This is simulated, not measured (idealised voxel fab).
process module | voxel quadruple lines
cross-section cut | 270 nm wide | cells 5 nm
A cross-section is a grid of square cells, given in bands from the top down. A band is one or more rows of cells.
Each band's line starts with the height of the band's top and of its bottom, in nm. Then come its materials from left to right, each with its width in nm. One material with "throughout" fills the band from edge to edge. "air" is empty space.
Height 0 is the level under which the wafer as received is all one material. The lowest band goes on downwards, as in "0 down".
A width such as "30 to 40" changes by the same amount from each row of cells to the next, from the band's top row to its bottom row.
"no change" after a step means that no cell of the cross-section changed.
closed voids: empty space of 8 cells or more with no open way to the top, each as width x height at its distance from the left edge, in nm
after a step's settings: what the simulator itself notes on the step
overlay nm, on a step with a mask: how far to the right of its planned place the mask lay; to the left if negative
plan
1 op RECEIVE | material Si
2 op CONFORMAL_DEP | material Al2O3 | thk nm 10
3 op DIRECTIONAL_DEP | material TiN | thk nm 10
4 op DIRECTIONAL_DEP | material polySi | thk nm 15
5 op DIRECTIONAL_DEP | material aC | thk nm 25
6 op PATTERN | tone cover | mask id MANDREL | material resist | width nm 20 | pitch nm 60 | thk nm 30 | overlay nm 0
7 op DIRECTIONAL_ETCH | etch materials aC | depth nm 25
8 op STRIP | etch materials resist
9 op CONFORMAL_DEP | material SiO2 | thk nm 10
10 op DIRECTIONAL_ETCH | etch materials SiO2 | depth nm 10
11 op STRIP | etch materials aC
12 op DIRECTIONAL_ETCH | etch materials polySi | depth nm 15
13 op STRIP | etch materials SiO2
14 op CONFORMAL_DEP | material SiCN | thk nm 5
15 op DIRECTIONAL_ETCH | etch materials SiCN | depth nm 5
16 op STRIP | etch materials polySi
17 op DIRECTIONAL_ETCH | etch materials TiN | depth nm 10
18 op STRIP | etch materials SiCN
first wafer, as planned
as received, after step 1
  0 down: Si throughout
  closed voids: none
after step 2
  10 to 0: Al2O3 throughout
  below 0: unchanged
after step 3
  20 to 10: TiN throughout
  below 10: unchanged
after step 4
  35 to 20: polySi throughout
  below 20: unchanged
after step 5
  60 to 35: aC throughout
  below 35: unchanged
after step 6
  90 to 60: air 95 | resist 20 | air 40 | resist 20 | air 95
  below 60: unchanged
after step 7
  65 to 60: air 95 | resist 20 | air 40 | resist 20 | air 95
  60 to 35: air 95 | aC 20 | air 40 | aC 20 | air 95
  below 35: unchanged
after step 8
  60 to 35: air 95 | aC 20 | air 40 | aC 20 | air 95
  below 35: unchanged
after step 9
  70 to 60: air 85 | SiO2 40 | air 20 | SiO2 40 | air 85
  60 to 45: air 85 | SiO2 10 | aC 20 | SiO2 10 | air 20 | SiO2 10 | aC 20 | SiO2 10 | air 85
  45 to 35: SiO2 95 | aC 20 | SiO2 40 | aC 20 | SiO2 95
  below 35: unchanged
after step 10
  60 to 35: air 85 | SiO2 10 | aC 20 | SiO2 10 | air 20 | SiO2 10 | aC 20 | SiO2 10 | air 85
  below 35: unchanged
after step 11
  60 to 35: air 85 | SiO2 10 | air 20 | SiO2 10 | air 20 | SiO2 10 | air 20 | SiO2 10 | air 85
  below 35: unchanged
after step 12
  60 to 35: air 85 | SiO2 10 | air 20 | SiO2 10 | air 20 | SiO2 10 | air 20 | SiO2 10 | air 85
  35 to 20: air 85 | polySi 10 | air 20 | polySi 10 | air 20 | polySi 10 | air 20 | polySi 10 | air 85
  below 20: unchanged
after step 13
  35 to 20: air 85 | polySi 10 | air 20 | polySi 10 | air 20 | polySi 10 | air 20 | polySi 10 | air 85
  below 20: unchanged
after step 14
  40 to 35: air 80 | SiCN 20 | air 10 | SiCN 20 | air 10 | SiCN 20 | air 10 | SiCN 20 | air 80
  35 to 25: air 80 | SiCN 5 | polySi 10 | SiCN 5 | air 10 | SiCN 5 | polySi 10 | SiCN 5 | air 10 | SiCN 5 | polySi 10 | SiCN 5 | air 10 | SiCN 5 | polySi 10 | SiCN 5 | air 80
  25 to 20: SiCN 85 | polySi 10 | SiCN 20 | polySi 10 | SiCN 20 | polySi 10 | SiCN 20 | polySi 10 | SiCN 85
  below 20: unchanged
after step 15
  35 to 20: air 80 | SiCN 5 | polySi 10 | SiCN 5 | air 10 | SiCN 5 | polySi 10 | SiCN 5 | air 10 | SiCN 5 | polySi 10 | SiCN 5 | air 10 | SiCN 5 | polySi 10 | SiCN 5 | air 80
  below 20: unchanged
after step 16
  35 to 20: air 80 | SiCN 5 | air 10 | SiCN 5 | air 10 | SiCN 5 | air 10 | SiCN 5 | air 10 | SiCN 5 | air 10 | SiCN 5 | air 10 | SiCN 5 | air 10 | SiCN 5 | air 80
  below 20: unchanged
after step 17
  35 to 20: air 80 | SiCN 5 | air 10 | SiCN 5 | air 10 | SiCN 5 | air 10 | SiCN 5 | air 10 | SiCN 5 | air 10 | SiCN 5 | air 10 | SiCN 5 | air 10 | SiCN 5 | air 80
  20 to 10: air 80 | TiN 5 | air 10 | TiN 5 | air 10 | TiN 5 | air 10 | TiN 5 | air 10 | TiN 5 | air 10 | TiN 5 | air 10 | TiN 5 | air 10 | TiN 5 | air 80
  below 10: unchanged
after step 18
  20 to 10: air 80 | TiN 5 | air 10 | TiN 5 | air 10 | TiN 5 | air 10 | TiN 5 | air 10 | TiN 5 | air 10 | TiN 5 | air 10 | TiN 5 | air 10 | TiN 5 | air 80
  below 10: unchanged
second wafer: like start, like plan, one mistake. Through step 1 it matches the first wafer
when step 2 should have ended: no change
when step 3 should have ended
  10 to 0: TiN throughout
  below 0: unchanged
when step 4 should have ended
  25 to 10: polySi throughout
  below 10: unchanged
when step 5 should have ended
  50 to 25: aC throughout
  below 25: unchanged
when step 6 should have ended
  80 to 50: air 95 | resist 20 | air 40 | resist 20 | air 95
  below 50: unchanged
when step 7 should have ended
  55 to 50: air 95 | resist 20 | air 40 | resist 20 | air 95
  50 to 25: air 95 | aC 20 | air 40 | aC 20 | air 95
  below 25: unchanged
when step 8 should have ended
  50 to 25: air 95 | aC 20 | air 40 | aC 20 | air 95
  below 25: unchanged
when step 9 should have ended
  60 to 50: air 85 | SiO2 40 | air 20 | SiO2 40 | air 85
  50 to 35: air 85 | SiO2 10 | aC 20 | SiO2 10 | air 20 | SiO2 10 | aC 20 | SiO2 10 | air 85
  35 to 25: SiO2 95 | aC 20 | SiO2 40 | aC 20 | SiO2 95
  below 25: unchanged
when step 10 should have ended
  50 to 25: air 85 | SiO2 10 | aC 20 | SiO2 10 | air 20 | SiO2 10 | aC 20 | SiO2 10 | air 85
  below 25: unchanged
when step 11 should have ended
  50 to 25: air 85 | SiO2 10 | air 20 | SiO2 10 | air 20 | SiO2 10 | air 20 | SiO2 10 | air 85
  below 25: unchanged
when step 12 should have ended
  50 to 25: air 85 | SiO2 10 | air 20 | SiO2 10 | air 20 | SiO2 10 | air 20 | SiO2 10 | air 85
  25 to 10: air 85 | polySi 10 | air 20 | polySi 10 | air 20 | polySi 10 | air 20 | polySi 10 | air 85
  below 10: unchanged
when step 13 should have ended
  25 to 10: air 85 | polySi 10 | air 20 | polySi 10 | air 20 | polySi 10 | air 20 | polySi 10 | air 85
  below 10: unchanged
when step 14 should have ended
  30 to 25: air 80 | SiCN 20 | air 10 | SiCN 20 | air 10 | SiCN 20 | air 10 | SiCN 20 | air 80
  25 to 15: air 80 | SiCN 5 | polySi 10 | SiCN 5 | air 10 | SiCN 5 | polySi 10 | SiCN 5 | air 10 | SiCN 5 | polySi 10 | SiCN 5 | air 10 | SiCN 5 | polySi 10 | SiCN 5 | air 80
  15 to 10: SiCN 85 | polySi 10 | SiCN 20 | polySi 10 | SiCN 20 | polySi 10 | SiCN 20 | polySi 10 | SiCN 85
  below 10: unchanged
when step 15 should have ended
  25 to 10: air 80 | SiCN 5 | polySi 10 | SiCN 5 | air 10 | SiCN 5 | polySi 10 | SiCN 5 | air 10 | SiCN 5 | polySi 10 | SiCN 5 | air 10 | SiCN 5 | polySi 10 | SiCN 5 | air 80
  below 10: unchanged
when step 16 should have ended
  25 to 10: air 80 | SiCN 5 | air 10 | SiCN 5 | air 10 | SiCN 5 | air 10 | SiCN 5 | air 10 | SiCN 5 | air 10 | SiCN 5 | air 10 | SiCN 5 | air 10 | SiCN 5 | air 80
  below 10: unchanged
when step 17 should have ended
  25 to 10: air 80 | SiCN 5 | air 10 | SiCN 5 | air 10 | SiCN 5 | air 10 | SiCN 5 | air 10 | SiCN 5 | air 10 | SiCN 5 | air 10 | SiCN 5 | air 10 | SiCN 5 | air 80
  10 to 0: air 80 | TiN 5 | air 10 | TiN 5 | air 10 | TiN 5 | air 10 | TiN 5 | air 10 | TiN 5 | air 10 | TiN 5 | air 10 | TiN 5 | air 10 | TiN 5 | air 80
  below 0: unchanged
when step 18 should have ended
  10 to 0: air 80 | TiN 5 | air 10 | TiN 5 | air 10 | TiN 5 | air 10 | TiN 5 | air 10 | TiN 5 | air 10 | TiN 5 | air 10 | TiN 5 | air 10 | TiN 5 | air 80
  below 0: unchanged
what went wrong: step 2 was left out
at the end the second wafer has, in cells: 108 fewer of Al2O3
